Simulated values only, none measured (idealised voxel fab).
This is a process module. Its name is voxel self aligned contacts.
Pictured: cross-section cut, 265 nm wide, on a grid of 5 nm square cells.
Bands, listed from the top down, are how a cross-section gets written in this document; the cross-section itself is a grid of square cells, and a band is one or more rows of them. The band entry comprises the height of the band's top followed by the height of its bottom, expressed in nm, and subsequently the band's materials from left to right, each stated together with its width in nm. Where a single material is marked with the word "full width", that material fills the band from edge to edge. The word "air" represents empty space. Below 0: as-received wafer, all one material; heights counted from there. Lowest band: no bottom, goes on down, written "0..down". A width such as "30..40" changes by the same amount from each row of cells to the next, from the band's top row to its bottom row. "stayed the same" means the step left every cell of the cross-section as it was. You'll see "Catalogued sealed voids" listing empty spaces that have no way open to the top, as long as they're 8 cells or more; the notation is width x height at distance, where the distance is from the left edge, and all of it is in nm. On each step's line, the part that comes after the settings is the simulator's own comment on the step. Steps that use a mask can have "overlay nm" on their line. It says how far the mask sat to the right of where it was meant to be. Negative means to the left.
The planned process steps are enumerated hereunder:
- 1: RECEIVE | material Si
- 2: OXIDIZE | depth nm 5
- 3: DIRECTIONAL_DEP | material polySi | thk nm 20
- 4: DIRECTIONAL_DEP | material SiN | thk nm 20
- 5: MASKED_ETCH | tone cover | mask id GATE | width nm 35 | pitch nm 60 | etch materials SiN | depth nm 20 | overlay nm 0
- 6: MASKED_ETCH | tone cover | mask id GATE | width nm 35 | pitch nm 60 | etch materials polySi | depth nm 20 | overlay nm 0
- 7: CONFORMAL_DEP | material SiN | thk nm 5
- 8: DIRECTIONAL_ETCH | etch materials SiN | depth nm 5
- 9: FILL_DEP | material SiO2 | thk nm 10
- 10: CMP | height nm 45
- 11: PATTERN | tone open | mask id CONTACT | material resist | width nm 45 | thk nm 20 | overlay nm 0
- 12: DIRECTIONAL_ETCH | etch materials SiO2 | depth nm 50
- 13: STRIP | etch materials resist
- 14: CONFORMAL_DEP | material TiN | thk nm 5
- 15: FILL_DEP | material W | thk nm 10
- 16: CMP | height nm 45
- 17: CONFORMAL_DEP | material SiN | thk nm 5
as received, after step 1:
	0..down = Si full width
	Catalogued sealed voids: none
Cross-sectional view of the first of the two wafers upon completion of the module, processed in accordance with the plan:
	50..45 = SiN full width
	45..40 = 110 nm SiO2  20 nm TiN  5 nm W  20 nm TiN  110 nm SiO2
	40..20 = 80 nm SiO2  45 nm SiN  5 nm TiN  5 nm W  5 nm TiN  45 nm SiN  80 nm SiO2
	20..0 = 80 nm SiO2  5 nm SiN  35 nm polySi  5 nm SiN  5 nm TiN  5 nm W  5 nm TiN  5 nm SiN  35 nm polySi  5 nm SiN  80 nm SiO2
	0..-5 = 125 nm SiO2  15 nm TiN  125 nm SiO2
	-5..down = Si full width
	Catalogued sealed voids: none
Now the second wafer, cross-sectioned at the end of the module. Nothing different at the start, nothing different in the plan compared with the first, just one mistake when it was actually run:
	50..45 = SiN full width
	45..40 = 100 nm SiO2  30 nm TiN  5 nm W  10 nm TiN  120 nm SiO2
	40..20 = 80 nm SiO2  45 nm SiN  5 nm TiN  5 nm W  5 nm TiN  45 nm SiN  80 nm SiO2
	20..0 = 80 nm SiO2  5 nm SiN  35 nm polySi  5 nm SiN  5 nm TiN  5 nm W  5 nm TiN  5 nm SiN  35 nm polySi  5 nm SiN  80 nm SiO2
	0..-5 = 125 nm SiO2  15 nm TiN  125 nm SiO2
	-5..down = Si full width
	Catalogued sealed voids: none
Diagnosis: step 11 was processed under conditions differing from the plan, specifically as PATTERN | tone open | mask id CONTACT | material resist | width nm 45 | thk nm 20 | overlay nm -10
The two final wafers agree on how many cells each material fills and disagree on which cells those are.
